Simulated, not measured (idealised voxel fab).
Presented below is a process module, voxel self aligned vias.
Section shown: cut. Width: 280 nm. Cell size: 5 nm, square.
Reading order for cross-sections: top band down to bottom band. Underlying form: a grid of square cells. Band size: one or more rows of cells. Per band: top height and bottom height in nm, followed by the left-to-right materials and their widths in nm; "everywhere" marks a single material spanning edge to edge, "empty" marks empty space. Below 0: as-received wafer, all one material; heights counted from there. Lowest band: no bottom, goes on down, written "from 0 down". Note: "30 to 40" means the width goes from the first number (top row of the band) to the second number (bottom row) in equal steps per row of cells. When a step is marked "nothing got changed", none of the cells in the cross-section changed during that step. Entry "Closed cavity list" = empty spaces >= 8 cells with no open way to the top; each as width x height at distance, distance from left edge, all nm. Heads up: the bit after the settings on a step's line is the simulator's remark on that step. overlay nm: where the mask lay relative to plan, measured to the right, on steps with a mask; negatives go left.
-- Process steps foreseen in the plan
| 1 | RECEIVE: material Si |
| 2 | CONFORMAL_DEP: material SiO2, thk nm 15 |
| 3 | CONFORMAL_DEP: material SiCN, thk nm 5 |
| 4 | DIRECTIONAL_DEP: material SiO2, thk nm 30 |
| 5 | DIRECTIONAL_DEP: material aC, thk nm 10 |
| 6 | PATTERN: tone open, mask id LINES, material resist, width nm 20, pitch nm 45, thk nm 25, overlay nm 0 |
| 7 | DIRECTIONAL_ETCH: etch materials aC, depth nm 10 |
| 8 | STRIP: etch materials resist |
| 9 | DIRECTIONAL_ETCH: etch materials SiO2, depth nm 30 |
| 10 | STRIP: etch materials aC |
| 11 | CONFORMAL_DEP: material TiN, thk nm 5 |
| 12 | FILL_DEP: material Ru, thk nm 5 |
| 13 | CMP: height nm 50 |
| 14 | SELECTIVE_ETCH: etch materials W Ru TiN, depth nm 10 |
| 15 | FILL_DEP: material SiN, thk nm 5 |
| 16 | CMP: height nm 50 |
| 17 | DIRECTIONAL_DEP: material SiO2, thk nm 15 |
| 18 | DIRECTIONAL_DEP: material aC, thk nm 10 |
| 19 | PATTERN: tone open, mask id VIAS, material resist, width nm 30, thk nm 25, overlay nm 0 |
| 20 | DIRECTIONAL_ETCH: etch materials aC, depth nm 10 |
| 21 | STRIP: etch materials resist |
| 22 | DIRECTIONAL_ETCH: etch materials SiO2, depth nm 15 |
| 23 | DIRECTIONAL_ETCH: etch materials SiN, depth nm 10 |
| 24 | STRIP: etch materials aC |
| 25 | CONFORMAL_DEP: material TiN, thk nm 5 |
| 26 | FILL_DEP: material Ru, thk nm 10 |
| 27 | CMP: height nm 65 |
| 28 | CONFORMAL_DEP: material SiCN, thk nm 5 |
-- Here's what the wafer looked like in cross-section when it arrived - that's after step 1
> from 0 down | Si everywhere
> Closed cavity list: none
-- Module complete, cross-section. Starting point and plan per above. One mistake made in running the module
> from 70 to 65 | SiCN everywhere
> from 65 to 60 | 105 of TiN  20 of Ru  155 of TiN
> from 60 to 50 | 100 of SiO2  5 of TiN  20 of Ru  5 of TiN  150 of SiO2
> from 50 to 45 | 100 of SiO2  10 of TiN  10 of Ru  10 of TiN  20 of SiO2  20 of SiN  110 of SiO2
> from 45 to 40 | 105 of SiO2  20 of TiN  25 of SiO2  20 of SiN  110 of SiO2
> from 40 to 25 | 105 of SiO2  5 of TiN  10 of Ru  5 of TiN  25 of SiO2  5 of TiN  10 of Ru  5 of TiN  110 of SiO2
> from 25 to 20 | 105 of SiO2  20 of TiN  25 of SiO2  20 of TiN  110 of SiO2
> from 20 to 15 | SiCN everywhere
> from 15 to 0 | SiO2 everywhere
> from 0 down | Si everywhere
> Closed cavity list: none
Here's what went sideways: in deviation from the planned setting, step 17 was conducted as DIRECTIONAL_DEP: material SiO2, thk nm 10
